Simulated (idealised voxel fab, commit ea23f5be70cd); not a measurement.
process module | voxel transistor to metal
For reference, the cross-section in this document is cut, with width 200 nm and square cells of 5 nm.
Each cross-section below is a grid of square cells, stated as bands in top-down order, with one or more rows of cells making up each band. Band: top height; bottom height; in nm. Then, left to right: material with width in nm, for each material. "all across": a single material spanning edge to edge. "empty": empty space. Counting heights begins at 0, where everything beneath is, in the wafer as received, one material. The lowest band has no bottom; it goes on downwards, as "z 0 and below" shows. A width given as "30 to 40" starts at the first number in the band's top row and ends at the second number in its bottom row, shifting by an equal amount at every step from row to row. A step reported as "no alteration" is a step in which no cell of the cross-section changed. "Encapsulated voids" enumerates empty spaces isolated from the top, with no open way to it, that contain at least 8 cells, giving each as width x height at distance from the left edge, all three in nm. Heads up: the bit after the settings on a step's line is the simulator's remark on that step. If you see "overlay nm" on a step's line and that step has a mask, it's telling you how far right of where it was planned the mask ended up; a negative number means it went left instead.
Process steps (planned):
step 1: RECEIVE | material Si
step 2: CONFORMAL_DEP | material SiO2 | thk nm 5
step 3: CONFORMAL_DEP | material SiN | thk nm 15
step 4: PATTERN | tone cover | mask id ACTIVE | material resist | width nm 100 | thk nm 15 | overlay nm 0
step 5: DIRECTIONAL_ETCH | etch materials SiN | depth nm 15
step 6: DIRECTIONAL_ETCH | etch materials SiO2 | depth nm 5
step 7: DIRECTIONAL_ETCH | etch materials Si | depth nm 35
step 8: STRIP | etch materials resist
step 9: FILL_DEP | material SiO2 | thk nm 15
step 10: CMP | height nm 20
step 11: SELECTIVE_ETCH | etch materials SiO2 | depth nm 5
step 12: STRIP | etch materials SiN
step 13: SELECTIVE_ETCH | etch materials SiO2 | depth nm 5
step 14: OXIDIZE | depth nm 5
step 15: DIRECTIONAL_DEP | material polySi | thk nm 30
step 16: DIRECTIONAL_DEP | material SiCN | thk nm 10
step 17: PATTERN | tone cover | mask id GATE | material resist | width nm 20 | thk nm 15 | overlay nm 0
step 18: DIRECTIONAL_ETCH | etch materials SiCN | depth nm 20
step 19: DIRECTIONAL_ETCH | etch materials polySi | depth nm 40
step 20: STRIP | etch materials resist
step 21: CONFORMAL_DEP | material SiO2 | thk nm 5
step 22: DIRECTIONAL_ETCH | etch materials SiO2 | depth nm 5
step 23: CONFORMAL_DEP | material SiN | thk nm 5
step 24: DIRECTIONAL_ETCH | etch materials SiN | depth nm 5
step 25: DIRECTIONAL_ETCH | etch materials SiO2 | depth nm 5
step 26: DIRECTIONAL_ETCH | etch materials Si | depth nm 15
step 27: EPI | material SiGe | thk nm 15
step 28: FILL_DEP | material SiO2 | thk nm 5
step 29: CMP | height nm 40
step 30: DIRECTIONAL_DEP | material SiO2 | thk nm 15
step 31: MASKED_ETCH | tone open | mask id CONTACT | width nm 20 | pitch nm 70 | etch materials SiO2 | depth nm 45 | overlay nm 0
step 32: CONFORMAL_DEP | material TiN | thk nm 5
step 33: FILL_DEP | material W | thk nm 10
step 34: CMP | height nm 55
step 35: DIRECTIONAL_DEP | material TiN | thk nm 5
step 36: DIRECTIONAL_DEP | material Ru | thk nm 20
step 37: DIRECTIONAL_DEP | material aC | thk nm 15
step 38: PATTERN | tone cover | mask id METAL_1 | material resist | width nm 20 | pitch nm 70 | thk nm 30 | overlay nm 0
step 39: DIRECTIONAL_ETCH | etch materials aC | depth nm 15
step 40: STRIP | etch materials resist
step 41: DIRECTIONAL_ETCH | etch materials Ru | depth nm 20
step 42: DIRECTIONAL_ETCH | etch materials TiN | depth nm 5
step 43: STRIP | etch materials aC
step 44: FILL_DEP | material lowk | thk nm 10
step 45: CMP | height nm 80
step 46: CONFORMAL_DEP | material SiCN | thk nm 5
step 47: DIRECTIONAL_DEP | material SiO2 | thk nm 30
step 48: PATTERN | tone open | mask id METAL_2_HOLES | material resist | width nm 15 | pitch nm 70 | thk nm 20 | overlay nm 0
step 49: DIRECTIONAL_ETCH | etch materials SiO2 | depth nm 30
step 50: STRIP | etch materials resist
step 51: DIRECTIONAL_DEP | material aC | thk nm 15
step 52: PATTERN | tone open | mask id METAL_2 | material resist | width nm 20 | pitch nm 70 | thk nm 30 | overlay nm 0
step 53: DIRECTIONAL_ETCH | etch materials aC | depth nm 15
step 54: STRIP | etch materials resist
step 55: DIRECTIONAL_ETCH | etch materials SiO2 | depth nm 15
step 56: DIRECTIONAL_ETCH | etch materials SiCN | depth nm 5
step 57: STRIP | etch materials aC
step 58: CONFORMAL_DEP | material TiN | thk nm 5
step 59: FILL_DEP | material Cu | thk nm 10
step 60: CMP | height nm 115
step 61: CONFORMAL_DEP | material SiN | thk nm 5
Incoming wafer in cross-section (state: after step 1):
z 0 and below = Si all across
Encapsulated voids: none
Wafer cross-section at end of module: start and plan as shown above, one execution error:
z 120 to 115 = SiN all across
z 115 to 105 = SiO2 (55) / TiN (5) / Cu (10) / TiN (5) / SiO2 (50) / TiN (5) / Cu (10) / TiN (5) / SiO2 (55)
z 105 to 100 = SiO2 (55) / TiN (5) / Cu (5) / TiN (10) / SiO2 (50) / TiN (5) / Cu (5) / TiN (10) / SiO2 (55)
z 100 to 85 = SiO2 (55) / TiN (5) / Cu (5) / TiN (5) / SiO2 (55) / TiN (5) / Cu (5) / TiN (5) / SiO2 (60)
z 85 to 80 = SiCN (55) / TiN (15) / SiCN (55) / TiN (15) / SiCN (60)
z 80 to 60 = W all across
z 60 to 55 = TiN all across
z 55 to 40 = SiO2 (55) / TiN (5) / W (10) / TiN (5) / SiO2 (50) / TiN (5) / W (10) / TiN (5) / SiO2 (55)
z 40 to 30 = SiO2 (55) / TiN (5) / W (10) / TiN (5) / SiO2 (5) / SiN (5) / SiO2 (5) / SiCN (20) / SiO2 (5) / SiN (5) / SiO2 (5) / TiN (5) / W (10) / TiN (5) / SiO2 (55)
z 30 to 15 = SiO2 (55) / TiN (5) / W (10) / TiN (5) / SiO2 (5) / SiN (5) / SiO2 (5) / polySi (20) / SiO2 (5) / SiN (5) / SiO2 (5) / TiN (5) / W (10) / TiN (5) / SiO2 (55)
z 15 to 10 = SiO2 (55) / TiN (20) / SiO2 (5) / SiN (5) / SiO2 (5) / polySi (20) / SiO2 (5) / SiN (5) / SiO2 (5) / TiN (20) / SiO2 (55)
z 10 to 0 = SiO2 (50) / SiN (5) / SiGe (25) / SiN (5) / SiO2 (5) / polySi (20) / SiO2 (5) / SiN (5) / SiGe (25) / SiN (5) / SiO2 (50)
z 0 to -5 = SiO2 (55) / SiGe (25) / SiO2 (40) / SiGe (25) / SiO2 (55)
z -5 to -20 = SiO2 (50) / Si (5) / SiGe (25) / Si (40) / SiGe (25) / Si (5) / SiO2 (50)
z -20 to -35 = SiO2 (50) / Si (100) / SiO2 (50)
z -35 and below = Si all across
Encapsulated voids: none
Finding, execution versus plan: step 36 went in with a setting other than planned; the actual run was DIRECTIONAL_DEP | material W | thk nm 20
